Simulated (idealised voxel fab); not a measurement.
The process module presented herein is designated voxel plated lines.
Shown is cross-section cut, with a width of 245 nm and square cells of size 5 nm.
Think of the cross-section as a grid of square cells. We describe it in bands, top to bottom, and each band covers one or more rows of those cells. Per band: top height and bottom height in nm, followed by the left-to-right materials and their widths in nm; "edge to edge" marks a single material spanning edge to edge, "air" marks empty space. Note: height 0 marks the level under which the wafer is uniformly one material as received. Lowest band unbounded below, written "from 0 down". A width such as "30->40" changes by the same amount from each row of cells to the next, from the band's top row to its bottom row. A step reported as "nothing altered" is a step in which no cell of the cross-section changed. Enclosed voids (no open way to top), threshold 8 cells or more, entry "Sealed internal voids", notation width x height at distance, distance from left edge, nm. Step line, after settings: the simulator's comment on this step. overlay nm: mask right of planned place by this much (step with mask). Neg. = left.

Intended process steps
1 RECEIVE (material Si)
2 CONFORMAL_DEP (material SiO2; thk nm 10)
3 DIRECTIONAL_DEP (material TiN; thk nm 5)
4 PATTERN (tone open; mask id LINES; material resist; width nm 15; pitch nm 35; thk nm 25; overlay nm -15)
5 EPI (material Ru; thk nm 5)
6 EPI (material Ru; thk nm 10)
7 STRIP (etch materials resist)
8 DIRECTIONAL_ETCH (etch materials TiN; depth nm 5)
9 CONFORMAL_DEP (material SiCN; thk nm 5)
Don't read the plan's overlay nm for step 4 as applying to every wafer: that's the first wafer's value, and the wafers differ in it, though they all start identical.

First of several wafers (as received, post step 1), cross-sectional view
    from 0 down  Si edge to edge
    Sealed internal voids: none

First of several wafers, sectioned at end of module (last step: step 9)
    from 35 to 30  air 75 nm, SiCN 25 nm, air 10 nm, SiCN 25 nm, air 110 nm
    from 30 to 15  air 75 nm, SiCN 5 nm, Ru 15 nm, SiCN 5 nm, air 10 nm, SiCN 5 nm, Ru 15 nm, SiCN 5 nm, air 110 nm
    from 15 to 10  SiCN 80 nm, TiN 15 nm, SiCN 20 nm, TiN 15 nm, SiCN 115 nm
    from 10 to 0  SiO2 edge to edge
    from 0 down  Si edge to edge
    Sealed internal voids: none

X-section, last wafer, module end
    from 35 to 30  air 105 nm, SiCN 25 nm, air 10 nm, SiCN 25 nm, air 80 nm
    from 30 to 15  air 105 nm, SiCN 5 nm, Ru 15 nm, SiCN 5 nm, air 10 nm, SiCN 5 nm, Ru 15 nm, SiCN 5 nm, air 80 nm
    from 15 to 10  SiCN 110 nm, TiN 15 nm, SiCN 20 nm, TiN 15 nm, SiCN 85 nm
    from 10 to 0  SiO2 edge to edge
    from 0 down  Si edge to edge
    Sealed internal voids: none

Here is how to read the rows: every wafer has a row, and it shows the wafer at the end of the module, giving for each material how many cells were gained (+) or lost (-) since the wafer was received, then listing its closed voids
overlay nm -15 | +18 Ru | +65 SiCN | +98 SiO2 | +6 TiN | Sealed internal voids: none
overlay nm -10 | +18 Ru | +65 SiCN | +98 SiO2 | +6 TiN | Sealed internal voids: none
overlay nm -5 | +18 Ru | +65 SiCN | +98 SiO2 | +6 TiN | Sealed internal voids: none
overlay nm 0 | +18 Ru | +65 SiCN | +98 SiO2 | +6 TiN | Sealed internal voids: none
overlay nm 5 | +18 Ru | +65 SiCN | +98 SiO2 | +6 TiN | Sealed internal voids: none
overlay nm 10 | +18 Ru | +65 SiCN | +98 SiO2 | +6 TiN | Sealed internal voids: none
overlay nm 15 | +18 Ru | +65 SiCN | +98 SiO2 | +6 TiN | Sealed internal voids: none
